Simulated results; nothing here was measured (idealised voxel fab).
The name of this process module is voxel self aligned contacts.
Section shown: cut. Width: 185 nm. Cell size: 5 nm, square.
A cross-section is written here as square cells arranged in a grid, and it is given in bands from the top down, each band taking up one or more rows of cells. The band entry comprises the height of the band's top followed by the height of its bottom, expressed in nm, and subsequently the band's materials from left to right, each stated together with its width in nm. Where a single material is marked with the word "full width", that material fills the band from edge to edge. The word "empty" represents empty space. Heights are measured from 0, the level below which the as-received wafer is all one material; the lowest band has no bottom and continues downward, written as in "top 0, no bottom". The notation "30 to 40" denotes a width that varies across the rows of cells in the band, beginning at the first number in the top row, finishing at the second number in the bottom row, and changing by an identical amount from each row to the next. Step marked "everything unchanged"? Then no cell in the cross-section changed in it. You'll see "Fully closed voids" listing empty spaces that have no way open to the top, as long as they're 8 cells or more; the notation is width x height at distance, where the distance is from the left edge, and all of it is in nm. What comes after the settings on a step's line is commentary from the simulator itself on that step. "overlay nm" on a masked step: distance the mask lay right of its planned place, negative for left.

# Planned step list for the process
1 RECEIVE | material Si
2 OXIDIZE | depth nm 5
3 DIRECTIONAL_DEP | material polySi | thk nm 25
4 DIRECTIONAL_DEP | material SiN | thk nm 20
5 MASKED_ETCH | tone cover | mask id GATE | width nm 35 | pitch nm 80 | etch materials SiN | depth nm 20 | overlay nm 0
6 MASKED_ETCH | tone cover | mask id GATE | width nm 35 | pitch nm 80 | etch materials polySi | depth nm 25 | overlay nm 0
7 CONFORMAL_DEP | material SiN | thk nm 10
8 DIRECTIONAL_ETCH | etch materials SiN | depth nm 10
9 FILL_DEP | material SiO2 | thk nm 20
10 CMP | height nm 55
11 PATTERN | tone open | mask id CONTACT | material resist | width nm 55 | thk nm 15 | overlay nm 0
12 DIRECTIONAL_ETCH | etch materials SiO2 | depth nm 60
13 STRIP | etch materials resist
14 CONFORMAL_DEP | material TiN | thk nm 5
15 FILL_DEP | material Ru | thk nm 10
16 CMP | height nm 55
17 CONFORMAL_DEP | material SiCN | thk nm 5

# The following pertains to the first of two wafers, which was processed as planned

# The cross-section here shows the wafer as received, i.e. in its state after step 1
    top 0, no bottom = Si full width
    Fully closed voids: none

# Take a look at the wafer's cross-section after step 2
    top 0, bottom -5 = SiO2 full width
    No changes below -5.

# Take a look at the wafer's cross-section after step 3
    top 25, bottom 0 = polySi full width
    No changes below 0.

# Take a look at the wafer's cross-section after step 4
    top 45, bottom 25 = SiN full width
    No changes below 25.

# Take a look at the wafer's cross-section after step 5
    top 45, bottom 25 = empty: 35, SiN: 35, empty: 45, SiN: 35, empty: 35
    No changes below 25.

# Take a look at the wafer's cross-section after step 6
    top 45, bottom 25 = empty: 35, SiN: 35, empty: 45, SiN: 35, empty: 35
    top 25, bottom 0 = empty: 35, polySi: 35, empty: 45, polySi: 35, empty: 35
    No changes below 0.

# Take a look at the wafer's cross-section after step 7
    top 55, bottom 25 = empty: 25, SiN: 55, empty: 25, SiN: 55, empty: 25
    top 25, bottom 10 = empty: 25, SiN: 10, polySi: 35, SiN: 10, empty: 25, SiN: 10, polySi: 35, SiN: 10, empty: 25
    top 10, bottom 0 = SiN: 35, polySi: 35, SiN: 45, polySi: 35, SiN: 35
    No changes below 0.

# Take a look at the wafer's cross-section after step 8
    top 45, bottom 25 = empty: 25, SiN: 55, empty: 25, SiN: 55, empty: 25
    top 25, bottom 0 = empty: 25, SiN: 10, polySi: 35, SiN: 10, empty: 25, SiN: 10, polySi: 35, SiN: 10, empty: 25
    No changes below 0.

# Take a look at the wafer's cross-section after step 9
    top 65, bottom 45 = SiO2 full width
    top 45, bottom 25 = SiO2: 25, SiN: 55, SiO2: 25, SiN: 55, SiO2: 25
    top 25, bottom 0 = SiO2: 25, SiN: 10, polySi: 35, SiN: 10, SiO2: 25, SiN: 10, polySi: 35, SiN: 10, SiO2: 25
    No changes below 0.

# Take a look at the wafer's cross-section after step 10
    top 55, bottom 45 = SiO2 full width
    No changes below 45.

# Take a look at the wafer's cross-section after step 11
    top 70, bottom 55 = resist: 65, empty: 55, resist: 65
    No changes below 55.

# Take a look at the wafer's cross-section after step 12
    top 70, bottom 55 = resist: 65, empty: 55, resist: 65
    top 55, bottom 45 = SiO2: 65, empty: 55, SiO2: 65
    top 45, bottom 25 = SiO2: 25, SiN: 55, empty: 25, SiN: 55, SiO2: 25
    top 25, bottom 0 = SiO2: 25, SiN: 10, polySi: 35, SiN: 10, empty: 25, SiN: 10, polySi: 35, SiN: 10, SiO2: 25
    top 0, bottom -5 = SiO2: 80, empty: 25, SiO2: 80
    No changes below -5.

# Take a look at the wafer's cross-section after step 13
    top 55, bottom 45 = SiO2: 65, empty: 55, SiO2: 65
    No changes below 45.

# Take a look at the wafer's cross-section after step 14
    top 60, bottom 55 = TiN: 70, empty: 45, TiN: 70
    top 55, bottom 45 = SiO2: 65, TiN: 5 to 20, empty: 45 to 15, TiN: 5 to 20, SiO2: 65
    top 45, bottom 25 = SiO2: 25, SiN: 55, TiN: 5, empty: 15, TiN: 5, SiN: 55, SiO2: 25
    top 25, bottom 0 = SiO2: 25, SiN: 10, polySi: 35, SiN: 10, TiN: 5, empty: 15, TiN: 5, SiN: 10, polySi: 35, SiN: 10, SiO2: 25
    top 0, bottom -5 = SiO2: 80, TiN: 25, SiO2: 80
    No changes below -5.

# Take a look at the wafer's cross-section after step 15
    top 70, bottom 60 = Ru full width
    top 60, bottom 55 = TiN: 70, Ru: 45, TiN: 70
    top 55, bottom 45 = SiO2: 65, TiN: 5 to 20, Ru: 45 to 15, TiN: 5 to 20, SiO2: 65
    top 45, bottom 25 = SiO2: 25, SiN: 55, TiN: 5, Ru: 15, TiN: 5, SiN: 55, SiO2: 25
    top 25, bottom 0 = SiO2: 25, SiN: 10, polySi: 35, SiN: 10, TiN: 5, Ru: 15, TiN: 5, SiN: 10, polySi: 35, SiN: 10, SiO2: 25
    No changes below 0.

# Take a look at the wafer's cross-section after step 16
    top 55, bottom 45 = SiO2: 65, TiN: 5 to 20, Ru: 45 to 15, TiN: 5 to 20, SiO2: 65
    No changes below 45.

# Take a look at the wafer's cross-section after step 17
    top 60, bottom 55 = SiCN full width
    No changes below 55.

# For the second wafer, take the first wafer's start and plan, then add one mistake made in running it; everything through step 1, that step included, is shared with the first

# Second wafer cross-section, taken as of the time the plan sets for step 2 to be done
    top 25, bottom 0 = polySi full width
    No changes below 0.

# Second wafer cross-section, taken as of the time the plan sets for step 3 to be done
    top 25, bottom 20 = SiO2 full width
    No changes below 20.

# Second wafer cross-section, taken as of the time the plan sets for step 4 to be done
    top 45, bottom 25 = SiN full width
    No changes below 25.

# Second wafer cross-section, taken as of the time the plan sets for step 5 to be done
    top 45, bottom 25 = empty: 35, SiN: 35, empty: 45, SiN: 35, empty: 35
    No changes below 25.

Second wafer cross-section, taken as of the time the plan sets for step 6 to be done: everything unchanged

# Second wafer cross-section, taken as of the time the plan sets for step 7 to be done
    top 55, bottom 35 = empty: 25, SiN: 55, empty: 25, SiN: 55, empty: 25
    top 35, bottom 25 = SiN full width
    No changes below 25.

# Second wafer cross-section, taken as of the time the plan sets for step 8 to be done
    top 45, bottom 25 = empty: 25, SiN: 55, empty: 25, SiN: 55, empty: 25
    No changes below 25.

# Second wafer cross-section, taken as of the time the plan sets for step 9 to be done
    top 65, bottom 45 = SiO2 full width
    top 45, bottom 25 = SiO2: 25, SiN: 55, SiO2: 25, SiN: 55, SiO2: 25
    No changes below 25.

# Second wafer cross-section, taken as of the time the plan sets for step 10 to be done
    top 55, bottom 45 = SiO2 full width
    No changes below 45.

# Second wafer cross-section, taken as of the time the plan sets for step 11 to be done
    top 70, bottom 55 = resist: 65, empty: 55, resist: 65
    No changes below 55.

# Second wafer cross-section, taken as of the time the plan sets for step 12 to be done
    top 70, bottom 55 = resist: 65, empty: 55, resist: 65
    top 55, bottom 45 = SiO2: 65, empty: 55, SiO2: 65
    top 45, bottom 25 = SiO2: 25, SiN: 55, empty: 25, SiN: 55, SiO2: 25
    top 25, bottom 20 = SiO2: 80, empty: 25, SiO2: 80
    No changes below 20.

# Second wafer cross-section, taken as of the time the plan sets for step 13 to be done
    top 55, bottom 45 = SiO2: 65, empty: 55, SiO2: 65
    No changes below 45.

# Second wafer cross-section, taken as of the time the plan sets for step 14 to be done
    top 60, bottom 55 = TiN: 70, empty: 45, TiN: 70
    top 55, bottom 45 = SiO2: 65, TiN: 5 to 20, empty: 45 to 15, TiN: 5 to 20, SiO2: 65
    top 45, bottom 25 = SiO2: 25, SiN: 55, TiN: 5, empty: 15, TiN: 5, SiN: 55, SiO2: 25
    top 25, bottom 20 = SiO2: 80, TiN: 25, SiO2: 80
    No changes below 20.

# Second wafer cross-section, taken as of the time the plan sets for step 15 to be done
    top 70, bottom 60 = Ru full width
    top 60, bottom 55 = TiN: 70, Ru: 45, TiN: 70
    top 55, bottom 45 = SiO2: 65, TiN: 5 to 20, Ru: 45 to 15, TiN: 5 to 20, SiO2: 65
    top 45, bottom 25 = SiO2: 25, SiN: 55, TiN: 5, Ru: 15, TiN: 5, SiN: 55, SiO2: 25
    No changes below 25.

# Second wafer cross-section, taken as of the time the plan sets for step 16 to be done
    top 55, bottom 45 = SiO2: 65, TiN: 5 to 20, Ru: 45 to 15, TiN: 5 to 20, SiO2: 65
    No changes below 45.

# Second wafer cross-section, taken as of the time the plan sets for step 17 to be done
    top 60, bottom 55 = SiCN full width
    No changes below 55.
What broke from the plan during processing? contrary to the plan, steps 2 and 3 were processed in exchanged order
Bottom line after processing is that, in cells, the second wafer is up or down on some materials versus the first: Ru: 15 fewer; Si: 37 more; SiN: 40 fewer; SiO2: 50 fewer; TiN: 10 fewer; polySi: 78 more
